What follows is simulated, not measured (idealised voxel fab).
This section sets out a process module, namely voxel quadruple lines.
Each square cell in cross-section cut measures 5 nm, and the section as a whole is 240 nm wide.
If you're reading a cross-section in this doc, picture square cells in a grid; it comes to you as bands, top ones listed first down to the bottom, and a band can be one or more rows of cells. Each band's line starts with the height of the band's top and of its bottom, in nm. Then come its materials from left to right, each with its width in nm. One material with "edge to edge" fills the band from edge to edge. "blank" is empty space. Counting heights begins at 0, where everything beneath is, in the wafer as received, one material. The lowest band has no bottom; it goes on downwards, as "0 nm and below" shows. Width "30 to 40": first value at the band's top row of cells, second value at its bottom row, equal change from row to row. "everything unchanged" for a step: no cell of the cross-section changed in that step. Enclosed voids (no open way to top), threshold 8 cells or more, entry "Entrapped void list", notation width x height at distance, distance from left edge, nm. On each step's line, the part that comes after the settings is the simulator's own comment on the step. Regarding "overlay nm": on a step with a mask, it is the distance the mask lay to the right of its planned place; a negative value places it to the left.
**Process steps (planned)**
1: RECEIVE | material Si
2: CONFORMAL_DEP | material SiO2 | thk nm 10
3: DIRECTIONAL_DEP | material TiN | thk nm 15
4: DIRECTIONAL_DEP | material polySi | thk nm 20
5: DIRECTIONAL_DEP | material aC | thk nm 20
6: PATTERN | tone cover | mask id MANDREL | material resist | width nm 30 | thk nm 30 | overlay nm 0
7: DIRECTIONAL_ETCH | etch materials aC | depth nm 20
8: STRIP | etch materials resist
9: CONFORMAL_DEP | material SiO2 | thk nm 10
10: DIRECTIONAL_ETCH | etch materials SiO2 | depth nm 10
11: STRIP | etch materials aC
12: DIRECTIONAL_ETCH | etch materials polySi | depth nm 20
13: STRIP | etch materials SiO2
14: CONFORMAL_DEP | material SiCN | thk nm 10
15: DIRECTIONAL_ETCH | etch materials SiCN | depth nm 10
16: STRIP | etch materials polySi
17: DIRECTIONAL_ETCH | etch materials TiN | depth nm 15
18: STRIP | etch materials SiCN
**Cross-section of the incoming wafer, state after step 1**
    0 nm and below = Si edge to edge
    Entrapped void list: none
**Cross-sectional view of the first of the two wafers upon completion of the module, processed in accordance with the plan**
    25 nm to 10 nm = blank (85); TiN (10); blank (10); TiN (10); blank (10); TiN (10); blank (10); TiN (10); blank (85)
    10 nm to 0 nm = SiO2 edge to edge
    0 nm and below = Si edge to edge
    Entrapped void list: none
**Cross-section of the latter of the two wafers at module completion. It had an identical start and an identical plan to the former; in running it, one mistake was made**
    25 nm to 10 nm = blank (85); TiN (10); blank (10); TiN (10); blank (15); TiN (10); blank (10); TiN (10); blank (80)
    10 nm to 0 nm = SiO2 edge to edge
    0 nm and below = Si edge to edge
    Entrapped void list: none
What was the processing mistake? step 6 ran as: PATTERN | tone cover | mask id MANDREL | material resist | width nm 35 | thk nm 30 | overlay nm 0
Matching per-material cell counts, mismatched positions: that is how the second wafer compares with the first at the end.
